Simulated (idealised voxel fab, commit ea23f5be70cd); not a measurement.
A process module follows: voxel transistor to metal.
Cross-sectional view cut (width: 155 nm; square cell size: 5 nm).
Cross-section spec: square-cell grid; bands listed top down; each band is one or more rows.
Basically the band line says how high the top is and how high the bottom is, in nm, and then what's in it from left to right, every material with its width in nm. Empty space shows up as "empty", and if a single material carries "everywhere" it runs the full band edge to edge.
Note: height 0 marks the level under which the wafer is uniformly one material as received. Lowest band unbounded below, written "0..down".
Note: "30 to 40" means the width goes from the first number (top row of the band) to the second number (bottom row) in equal steps per row of cells.
Reading "no alteration" for a step: not a cell of the cross-section changed in it.
Reported under the label "Encapsulated voids" are the empty spaces having no open way to the top and comprising 8 cells or more; the notation for each is width x height at distance, in which the distance is measured from the left edge and all three values are in nm.
Where a step's line continues beyond its settings, the continuation is a remark by the simulator itself on that step.
overlay nm: right-of-plan distance of the mask on a masked step; negative values mean left-of-plan.

### Process steps foreseen in the plan
1,RECEIVE [material Si]
2,OXIDIZE [depth nm 5]
3,CONFORMAL_DEP [material SiN] [thk nm 15]
4,DIRECTIONAL_DEP [material aC] [thk nm 15]
5,PATTERN [tone cover] [mask id ACTIVE] [material resist] [width nm 110] [thk nm 35] [overlay nm 0]
6,DIRECTIONAL_ETCH [etch materials aC] [depth nm 15]
7,STRIP [etch materials resist]
8,DIRECTIONAL_ETCH [etch materials SiN] [depth nm 15]
9,DIRECTIONAL_ETCH [etch materials SiO2] [depth nm 5]
10,DIRECTIONAL_ETCH [etch materials Si] [depth nm 35]
11,STRIP [etch materials aC]
12,OXIDIZE [depth nm 5]
13,FILL_DEP [material SiO2] [thk nm 15]
14,CMP [height nm 15]
15,SELECTIVE_ETCH [etch materials SiO2] [depth nm 10]
16,STRIP [etch materials SiN]
17,SELECTIVE_ETCH [etch materials SiO2] [depth nm 5]
18,OXIDIZE [depth nm 5]
19,DIRECTIONAL_DEP [material polySi] [thk nm 25]
20,DIRECTIONAL_DEP [material SiCN] [thk nm 10]
21,DIRECTIONAL_DEP [material aC] [thk nm 10]
22,PATTERN [tone cover] [mask id GATE] [material resist] [width nm 20] [thk nm 25] [overlay nm 0]
23,DIRECTIONAL_ETCH [etch materials aC] [depth nm 10]
24,STRIP [etch materials resist]
25,DIRECTIONAL_ETCH [etch materials SiCN] [depth nm 20]
26,DIRECTIONAL_ETCH [etch materials polySi] [depth nm 35]
27,STRIP [etch materials aC]
28,CONFORMAL_DEP [material SiN] [thk nm 5]
29,DIRECTIONAL_ETCH [etch materials SiN] [depth nm 5]
30,DIRECTIONAL_ETCH [etch materials SiO2] [depth nm 5]
31,DIRECTIONAL_ETCH [etch materials Si] [depth nm 10]
32,EPI [material pSi] [thk nm 15]
33,FILL_DEP [material SiO2] [thk nm 10]
34,CMP [height nm 30]
35,DIRECTIONAL_DEP [material SiO2] [thk nm 15]
36,MASKED_ETCH [tone open] [mask id CONTACT] [width nm 30] [pitch nm 60] [etch materials SiO2] [depth nm 50] [overlay nm 0]
37,CONFORMAL_DEP [material TiN] [thk nm 5]
38,FILL_DEP [material Ru] [thk nm 10]
39,CMP [height nm 45]
40,CONFORMAL_DEP [material SiCN] [thk nm 5]
41,DIRECTIONAL_DEP [material SiO2] [thk nm 25]
42,PATTERN [tone open] [mask id METAL_1] [material resist] [width nm 20] [pitch nm 70] [thk nm 20] [overlay nm 0]
43,DIRECTIONAL_ETCH [etch materials SiO2] [depth nm 25]
44,DIRECTIONAL_ETCH [etch materials SiCN] [depth nm 5]
45,STRIP [etch materials resist]
46,CONFORMAL_DEP [material TiN] [thk nm 5]
47,FILL_DEP [material W] [thk nm 5]
48,CMP [height nm 75]
49,EPI [material Ru] [thk nm 5]
50,FILL_DEP [material SiCN] [thk nm 5]

### Cross-sectional view of the wafer in its as-received condition, corresponding to the state after step 1
  0..down = Si everywhere
  Encapsulated voids: none

### What the wafer looks like in cross-section after this module, when it starts as shown above and follows the plan above but one mistake is made in running it
  85..80 = SiCN everywhere
  80..75 = 25 SiCN, 30 Ru, 40 SiCN, 30 Ru, 30 SiCN
  75..50 = 30 SiO2, 5 TiN, 10 W, 5 TiN, 50 SiO2, 5 TiN, 10 W, 5 TiN, 35 SiO2
  50..45 = 30 SiCN, 20 TiN, 50 SiCN, 20 TiN, 35 SiCN
  45..30 = 30 SiO2, 5 TiN, 20 Ru, 5 TiN, 30 SiO2, 5 TiN, 20 Ru, 5 TiN, 35 SiO2
  30..20 = 30 SiO2, 5 TiN, 20 Ru, 5 TiN, 5 SiN, 20 SiCN, 5 SiN, 5 TiN, 20 Ru, 5 TiN, 35 SiO2
  20..0 = 30 SiO2, 5 TiN, 20 Ru, 5 TiN, 5 SiN, 20 polySi, 5 SiN, 5 TiN, 20 Ru, 5 TiN, 35 SiO2
  0..-5 = 15 SiO2, 5 SiN, 10 SiO2, 30 TiN, 5 SiN, 20 polySi, 5 SiN, 30 TiN, 10 SiO2, 5 SiN, 20 SiO2
  -5..-15 = SiO2 everywhere
  -15..-45 = 25 SiO2, 100 Si, 30 SiO2
  -45..down = Si everywhere
  Encapsulated voids: none
Plan not followed: off-plan run, step 18, actual operation and settings OXIDIZE [depth nm 10]
